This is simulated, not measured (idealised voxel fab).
The name of this process module is voxel transistor to metal.
Square cells of 5 nm make up the cross-section cut, whose width is 205 nm.
Bands, listed from the top down, are how a cross-section gets written in this document; the cross-section itself is a grid of square cells, and a band is one or more rows of them. The entry gives the band's vertical extent as a top height and a bottom height in nm, then its horizontal make-up as materials from left to right, each with a width in nm. "empty" stands for empty space; a single material marked "everywhere" fills the band edge to edge. The reference from which all heights are counted is 0, the level beneath which the as-received wafer is entirely one material; the lowest band, having no lower bound, proceeds downward and is written after the example "0 nm and below". You'd read "30->40" like this: the band's top row of cells is as wide as the first number, its bottom row is as wide as the second, and going down, every row changes width by the same amount as the row before did. "nothing got changed" (step): cross-section cells unchanged, all of them. Reported under the label "Unvented internal voids" are the empty spaces having no open way to the top and comprising 8 cells or more; the notation for each is width x height at distance, in which the distance is measured from the left edge and all three values are in nm. If you see something after the settings on a step's line, that's the simulator's own remark about that step. The line of a step may include "overlay nm". On a step with a mask, this value is how far to the right of its planned place the mask lay. A negative value means the mask lay to the left. Quick note on how to read the rest: it's all pairs. You get the cross-section before a process step and the one after, but the after one only goes down as far as the lowest band that changed. The step in between, with its settings, sits under the pair. Heads up, the pairs can come from different runs of this module on the same starting wafer, so don't assume a pair picks up from the one above unless its "Prior to processing" entry says it does.
# Prior to processing
    85 nm to 60 nm  50 empty, then 20 W, then 65 empty, then 20 W, then 50 empty
    60 nm to 55 nm  50 empty, then 20 TiN, then 65 empty, then 20 TiN, then 50 empty
    55 nm to 40 nm  50 SiO2, then 5 TiN, then 10 W, then 5 TiN, then 65 SiO2, then 5 TiN, then 10 W, then 5 TiN, then 50 SiO2
    40 nm to 10 nm  50 SiO2, then 5 TiN, then 10 W, then 5 TiN, then 10 SiO2, then 10 SiN, then 25 polySi, then 10 SiN, then 10 SiO2, then 5 TiN, then 10 W, then 5 TiN, then 50 SiO2
    10 nm to 5 nm  40 SiO2, then 10 SiN, then 5 TiN, then 10 W, then 5 TiN, then 65 SiO2, then 5 TiN, then 10 W, then 5 TiN, then 10 SiN, then 40 SiO2
    5 nm to 0 nm  40 SiO2, then 10 SiN, then 20 TiN, then 65 SiO2, then 20 TiN, then 10 SiN, then 40 SiO2
    0 nm to -5 nm  35 SiO2, then 5 SiGe, then 10 SiO2, then 5 TiN, then 95 Si, then 5 TiN, then 10 SiO2, then 5 SiGe, then 35 SiO2
    -5 nm to -10 nm  40 SiGe, then 125 Si, then 40 SiGe
    -10 nm and below  Si everywhere
    Unvented internal voids: none
# Post-Step Section View
    95 nm to 85 nm  lowk everywhere
    85 nm to 60 nm  50 lowk, then 20 W, then 65 lowk, then 20 W, then 50 lowk
    60 nm to 55 nm  50 lowk, then 20 TiN, then 65 lowk, then 20 TiN, then 50 lowk
    Note: structure below 55 unchanged.
    Unvented internal voids: none
The before and after cross-sections above differ by one step: FILL_DEP,material lowk,thk nm 10
Prior to processing: equal to the after panel directly above.
# Post-Step Section View
    85 nm to 60 nm  50 lowk, then 20 W, then 65 lowk, then 20 W, then 50 lowk
    Note: structure below 60 unchanged.
    Unvented internal voids: none
The before and after cross-sections above differ by one step: CMP,height nm 85
Prior to processing: equal to the after panel directly above.
# Post-Step Section View
    90 nm to 85 nm  SiCN everywhere
    Note: structure below 85 unchanged.
    Unvented internal voids: none
The before and after cross-sections above differ by one step: CONFORMAL_DEP,material SiCN,thk nm 5
Prior to processing: equal to the after panel directly above.
# Post-Step Section View
    115 nm to 90 nm  SiO2 everywhere
    Note: structure below 90 unchanged.
    Unvented internal voids: none
The before and after cross-sections above differ by one step: DIRECTIONAL_DEP,material SiO2,thk nm 25
Prior to processing: equal to the after panel directly above.
# Post-Step Section View
    130 nm to 115 nm  aC everywhere
    Note: structure below 115 unchanged.
    Unvented internal voids: none
The before and after cross-sections above differ by one step: DIRECTIONAL_DEP,material aC,thk nm 15
Prior to processing: equal to the after panel directly above.
# Post-Step Section View
    160 nm to 130 nm  50 resist, then 20 empty, then 65 resist, then 20 empty, then 50 resist
    Note: structure below 130 unchanged.
    Unvented internal voids: none
The before and after cross-sections above differ by one step: PATTERN,tone open,mask id METAL_2,material resist,width nm 20,pitch nm 85,thk nm 30,overlay nm 0
Prior to processing: equal to the after panel directly above.
# Post-Step Section View
    145 nm to 130 nm  50 resist, then 20 empty, then 65 resist, then 20 empty, then 50 resist
    130 nm to 115 nm  50 aC, then 20 empty, then 65 aC, then 20 empty, then 50 aC
    Note: structure below 115 unchanged.
    Unvented internal voids: none
The before and after cross-sections above differ by one step: DIRECTIONAL_ETCH,etch materials aC,depth nm 15
Prior to processing: equal to the after panel directly above.
# Post-Step Section View
    130 nm to 115 nm  50 aC, then 20 empty, then 65 aC, then 20 empty, then 50 aC
    Note: structure below 115 unchanged.
    Unvented internal voids: none
The before and after cross-sections above differ by one step: STRIP,etch materials resist
Prior to processing: equal to the after panel directly above.
# Post-Step Section View
    130 nm to 115 nm  50 aC, then 20 empty, then 65 aC, then 20 empty, then 50 aC
    115 nm to 100 nm  50 SiO2, then 20 empty, then 65 SiO2, then 20 empty, then 50 SiO2
    Note: structure below 100 unchanged.
    Unvented internal voids: none
The before and after cross-sections above differ by one step: DIRECTIONAL_ETCH,etch materials SiO2,depth nm 15
Prior to processing: equal to the after panel directly above.
# Post-Step Section View
    115 nm to 100 nm  50 SiO2, then 20 empty, then 65 SiO2, then 20 empty, then 50 SiO2
    Note: structure below 100 unchanged.
    Unvented internal voids: none
The before and after cross-sections above differ by one step: STRIP,etch materials aC
Prior to processing: equal to the after panel directly above.
# Post-Step Section View
    130 nm to 115 nm  50 aC, then 20 empty, then 65 aC, then 20 empty, then 50 aC
    115 nm to 100 nm  50 SiO2, then 20 aC, then 65 SiO2, then 20 aC, then 50 SiO2
    Note: structure below 100 unchanged.
    Unvented internal voids: none
The before and after cross-sections above differ by one step: DIRECTIONAL_DEP,material aC,thk nm 15
Prior to processing: equal to the after panel directly above.
# Post-Step Section View
    160 nm to 130 nm  50 resist, then 15 empty, then 70 resist, then 15 empty, then 55 resist
    130 nm to 115 nm  50 aC, then 15 empty, then 5 resist, then 65 aC, then 15 empty, then 5 resist, then 50 aC
    Note: structure below 115 unchanged.
    Unvented internal voids: none
The before and after cross-sections above differ by one step: PATTERN,tone open,mask id METAL_2_HOLES,material resist,width nm 15,pitch nm 85,thk nm 30,overlay nm 0
Prior to processing: equal to the after panel directly above.
# Post-Step Section View
    145 nm to 130 nm  50 resist, then 15 empty, then 70 resist, then 15 empty, then 55 resist
    130 nm to 115 nm  50 aC, then 15 empty, then 5 resist, then 65 aC, then 15 empty, then 5 resist, then 50 aC
    115 nm to 100 nm  50 SiO2, then 15 empty, then 5 aC, then 65 SiO2, then 15 empty, then 5 aC, then 50 SiO2
    Note: structure below 100 unchanged.
    Unvented internal voids: none
The before and after cross-sections above differ by one step: DIRECTIONAL_ETCH,etch materials aC,depth nm 15
Prior to processing: equal to the after panel directly above.
# Post-Step Section View
    130 nm to 115 nm  50 aC, then 20 empty, then 65 aC, then 20 empty, then 50 aC
    Note: structure below 115 unchanged.
    Unvented internal voids: none
The before and after cross-sections above differ by one step: STRIP,etch materials resist
Prior to processing: equal to the after panel directly above.
# Post-Step Section View
    130 nm to 115 nm  50 aC, then 20 empty, then 65 aC, then 20 empty, then 50 aC
    115 nm to 100 nm  50 SiO2, then 15 empty, then 5 aC, then 65 SiO2, then 15 empty, then 5 aC, then 50 SiO2
    100 nm to 90 nm  50 SiO2, then 15 empty, then 70 SiO2, then 15 empty, then 55 SiO2
    Note: structure below 90 unchanged.
    Unvented internal voids: none
The before and after cross-sections above differ by one step: DIRECTIONAL_ETCH,etch materials SiO2,depth nm 10
Prior to processing: equal to the after panel directly above.
# Post-Step Section View
    130 nm to 115 nm  50 aC, then 20 empty, then 65 aC, then 20 empty, then 50 aC
    115 nm to 100 nm  50 SiO2, then 15 empty, then 5 aC, then 65 SiO2, then 15 empty, then 5 aC, then 50 SiO2
    100 nm to 90 nm  50 SiO2, then 15 empty, then 70 SiO2, then 15 empty, then 55 SiO2
    90 nm to 85 nm  50 SiCN, then 15 empty, then 70 SiCN, then 15 empty, then 55 SiCN
    Note: structure below 85 unchanged.
    Unvented internal voids: none
The before and after cross-sections above differ by one step: DIRECTIONAL_ETCH,etch materials SiCN,depth nm 5
Prior to processing: equal to the after panel directly above.
# Post-Step Section View
    115 nm to 100 nm  50 SiO2, then 20 empty, then 65 SiO2, then 20 empty, then 50 SiO2
    Note: structure below 100 unchanged.
    Unvented internal voids: none
The before and after cross-sections above differ by one step: STRIP,etch materials aC
Prior to processing: equal to the after panel directly above.
# Post-Step Section View
    120 nm to 115 nm  55 TiN, then 10 empty, then 75 TiN, then 10 empty, then 55 TiN
    115 nm to 105 nm  50 SiO2, then 5 TiN, then 10 empty, then 5 TiN, then 65 SiO2, then 5 TiN, then 10 empty, then 5 TiN, then 50 SiO2
    105 nm to 100 nm  50 SiO2, then 5 TiN, then 5 empty, then 10 TiN, then 65 SiO2, then 5 TiN, then 5 empty, then 10 TiN, then 50 SiO2
    100 nm to 90 nm  50 SiO2, then 5 TiN, then 5 empty, then 5 TiN, then 70 SiO2, then 5 TiN, then 5 empty, then 5 TiN, then 55 SiO2
    90 nm to 85 nm  50 SiCN, then 15 TiN, then 70 SiCN, then 15 TiN, then 55 SiCN
    Note: structure below 85 unchanged.
    Unvented internal voids: none
The before and after cross-sections above differ by one step: CONFORMAL_DEP,material TiN,thk nm 5
Prior to processing: equal to the after panel directly above.
# Post-Step Section View
    130 nm to 120 nm  Ru everywhere
    120 nm to 115 nm  55 TiN, then 10 Ru, then 75 TiN, then 10 Ru, then 55 TiN
    115 nm to 105 nm  50 SiO2, then 5 TiN, then 10 Ru, then 5 TiN, then 65 SiO2, then 5 TiN, then 10 Ru, then 5 TiN, then 50 SiO2
    105 nm to 100 nm  50 SiO2, then 5 TiN, then 5 Ru, then 10 TiN, then 65 SiO2, then 5 TiN, then 5 Ru, then 10 TiN, then 50 SiO2
    100 nm to 90 nm  50 SiO2, then 5 TiN, then 5 Ru, then 5 TiN, then 70 SiO2, then 5 TiN, then 5 Ru, then 5 TiN, then 55 SiO2
    Note: structure below 90 unchanged.
    Unvented internal voids: none
The before and after cross-sections above differ by one step: FILL_DEP,material Ru,thk nm 10
Prior to processing: equal to the after panel directly above.
# Post-Step Section View
    115 nm to 105 nm  50 SiO2, then 5 TiN, then 10 Ru, then 5 TiN, then 65 SiO2, then 5 TiN, then 10 Ru, then 5 TiN, then 50 SiO2
    Note: structure below 105 unchanged.
    Unvented internal voids: none
The before and after cross-sections above differ by one step: CMP,height nm 115
Prior to processing: equal to the after panel directly above.
# Post-Step Section View
    120 nm to 115 nm  SiCN everywhere
    Note: structure below 115 unchanged.
    Unvented internal voids: none
The before and after cross-sections above differ by one step: CONFORMAL_DEP,material SiCN,thk nm 5
